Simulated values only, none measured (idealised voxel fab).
Presented below is a process module, voxel self aligned contacts.
The cross-section shown here is cut; it is 260 nm wide and divided into square cells measuring 5 nm on a side.
For the purposes of this document, a cross-section shall be understood as a grid of square cells, specified as bands listed in top-to-bottom order, each band consisting of one or more rows of cells.
Heights first: top, then bottom, in nm. Then materials, left to right, each with a width in nm. "throughout" on a single material: fills the band edge to edge. "air": empty space.
Note: height 0 marks the level under which the wafer is uniformly one material as received. Lowest band unbounded below, written "z 0 and below".
Per-row width for "30..40": begins at first number (top row of band), ends at second number (bottom row), increment between rows held constant.
No cell of the cross-section changed in a step that is given as "remains unaltered".
Closed empty spaces (no open way to the top) of 8 cells or more are what "Catalogued sealed voids" lists, each as width x height at distance from the left edge, nm for all three.
Where a step's line continues beyond its settings, the continuation is a remark by the simulator itself on that step.
Each step line may optionally specify "overlay nm", which for a step with a mask gives the rightward distance between the mask's planned place and where it lay, a negative value indicating the leftward direction.
List of planned process steps:
1 RECEIVE with material Si
2 CONFORMAL_DEP with material SiO2, thk nm 5
3 DIRECTIONAL_DEP with material polySi, thk nm 30
4 DIRECTIONAL_DEP with material SiN, thk nm 25
5 MASKED_ETCH with tone cover, mask id GATE, width nm 30, pitch nm 75, etch materials SiN, depth nm 25, overlay nm -15
6 MASKED_ETCH with tone cover, mask id GATE, width nm 30, pitch nm 75, etch materials polySi, depth nm 30, overlay nm 0
7 CONFORMAL_DEP with material SiN, thk nm 10
8 DIRECTIONAL_ETCH with etch materials SiN, depth nm 10
9 FILL_DEP with material SiO2, thk nm 15
10 CMP with height nm 65
11 MASKED_ETCH with tone open, mask id CONTACT, width nm 55, etch materials SiO2, depth nm 65, overlay nm 0
12 CONFORMAL_DEP with material TiN, thk nm 5
13 FILL_DEP with material W, thk nm 5
14 CMP with height nm 65
15 CONFORMAL_DEP with material SiN, thk nm 5
Don't read the plan's overlay nm for step 5 as applying to every wafer: that's the first wafer's value, and the wafers differ in it, though they all start identical.
First wafer as received, after step 1:
  z 0 and below: Si throughout
  Catalogued sealed voids: none
Cross-section of the first of several wafers, taken after step 15, where the module ends:
  z 70 to 65: SiN throughout
  z 65 to 60: SiO2: 100; TiN: 5; W: 15; TiN: 35; SiO2: 105
  z 60 to 40: SiO2: 50; SiN: 50; TiN: 5; W: 15; TiN: 5; SiN: 50; SiO2: 85
  z 40 to 35: SiO2: 50; SiN: 50; TiN: 25; SiN: 50; SiO2: 85
  z 35 to 5: SiO2: 50; SiN: 10; polySi: 45; SiN: 10; TiN: 10; SiN: 10; polySi: 45; SiN: 10; SiO2: 70
  z 5 to 0: SiO2: 115; TiN: 10; SiO2: 135
  z 0 and below: Si throughout
  Catalogued sealed voids: none
Cross-sectional depiction of the last of several wafers upon completion of the module:
  z 70 to 65: SiN throughout
  z 65 to 60: SiO2: 100; TiN: 35; W: 15; TiN: 5; SiO2: 105
  z 60 to 40: SiO2: 80; SiN: 50; TiN: 5; W: 15; TiN: 5; SiN: 50; SiO2: 55
  z 40 to 35: SiO2: 80; SiN: 50; TiN: 25; SiN: 50; SiO2: 55
  z 35 to 5: SiO2: 65; SiN: 10; polySi: 45; SiN: 10; TiN: 10; SiN: 10; polySi: 45; SiN: 10; SiO2: 55
  z 5 to 0: SiO2: 130; TiN: 10; SiO2: 120
  z 0 and below: Si throughout
  Catalogued sealed voids: none
Per wafer (row), end of module: delta in cells per material since receipt, (+) for gained, (-) for lost; closed voids after that:
overlay nm -15 | +200 SiN | +370 SiO2 | +35 TiN | +15 W | +108 polySi | Catalogued sealed voids: none
overlay nm -10 | +200 SiN | +375 SiO2 | +35 TiN | +22 W | +96 polySi | Catalogued sealed voids: none
overlay nm -5 | +200 SiN | +380 SiO2 | +35 TiN | +29 W | +84 polySi | Catalogued sealed voids: none
overlay nm 0 | +200 SiN | +385 SiO2 | +35 TiN | +36 W | +72 polySi | Catalogued sealed voids: none
overlay nm 5 | +200 SiN | +380 SiO2 | +35 TiN | +29 W | +84 polySi | Catalogued sealed voids: none
overlay nm 10 | +200 SiN | +375 SiO2 | +35 TiN | +22 W | +96 polySi | Catalogued sealed voids: none
overlay nm 15 | +200 SiN | +370 SiO2 | +35 TiN | +15 W | +108 polySi | Catalogued sealed voids: none
